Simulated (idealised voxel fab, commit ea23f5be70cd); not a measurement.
The following process module bears the name voxel spacer lines.
Square cell edge 5 nm, section width 205 nm, ID cut.
Each cross-section below is a grid of square cells, stated as bands in top-down order, with one or more rows of cells making up each band. For a band, the entry starts with two heights in nm, that of the top and then that of the bottom, and carries on with the band's materials in order from left to right, each alongside its width in nm; the word "edge to edge" beside a single material means it fills the band edge to edge, and "blank" means empty space. Height 0 is the level under which the wafer as received is all one material. The lowest band goes on downwards, as in "0 nm and below". The width entry "30->40" should be interpreted row by row: the top row of cells in the band takes the first number, the bottom row takes the second number, and the change between adjacent rows is uniform throughout. "no alteration" means the step left every cell of the cross-section as it was. Empty spaces without an open route to the top, at least 8 cells in extent, make up the entry "Closed void listing"; each is given as width x height at distance, where the distance is measured from the left edge, and all are in nm. Past the settings on a step's line: simulator remark, on that step. "overlay nm" on a masked step: distance the mask lay right of its planned place, negative for left.
**Set out below are the planned steps of the process**
1 RECEIVE [material Si]
2 CONFORMAL_DEP [material Al2O3] [thk nm 10]
3 DIRECTIONAL_DEP [material SiN] [thk nm 20]
4 DIRECTIONAL_DEP [material polySi] [thk nm 20]
5 PATTERN [tone cover] [mask id MANDREL] [material resist] [width nm 20] [pitch nm 70] [thk nm 30] [overlay nm 0]
6 DIRECTIONAL_ETCH [etch materials polySi] [depth nm 20]
7 STRIP [etch materials resist]
8 CONFORMAL_DEP [material SiO2] [thk nm 15]
9 DIRECTIONAL_ETCH [etch materials SiO2] [depth nm 15]
10 STRIP [etch materials polySi]
11 DIRECTIONAL_ETCH [etch materials SiN] [depth nm 20]
12 STRIP [etch materials SiO2]
**Received-state cross-section, reflecting completion of step 1**
  0 nm and below: Si edge to edge
  Closed void listing: none
**Sectioned view, first of two wafers, at the close of the module, processed as intended in the plan**
  30 nm to 10 nm: 5 nm blank, then 15 nm SiN, then 20 nm blank, then 15 nm SiN, then 20 nm blank, then 15 nm SiN, then 20 nm blank, then 15 nm SiN, then 20 nm blank, then 15 nm SiN, then 20 nm blank, then 15 nm SiN, then 10 nm blank
  10 nm to 0 nm: Al2O3 edge to edge
  0 nm and below: Si edge to edge
  Closed void listing: none
**Second wafer of the two, sectioned at the end of the module. It began like the first and followed the same plan, but one mistake was made while running it**
  50 nm to 30 nm: 5 nm blank, then 15 nm SiN, then 20 nm blank, then 15 nm SiN, then 20 nm blank, then 15 nm SiN, then 20 nm blank, then 15 nm SiN, then 20 nm blank, then 15 nm SiN, then 20 nm blank, then 15 nm SiN, then 10 nm blank
  30 nm to 10 nm: SiN edge to edge
  10 nm to 0 nm: Al2O3 edge to edge
  0 nm and below: Si edge to edge
  Closed void listing: none
Short version of what went wrong: in the plan, step 3 was performed twice
The second wafer ends with more or fewer cells of some materials than the first, per final count: SiN: 164 more
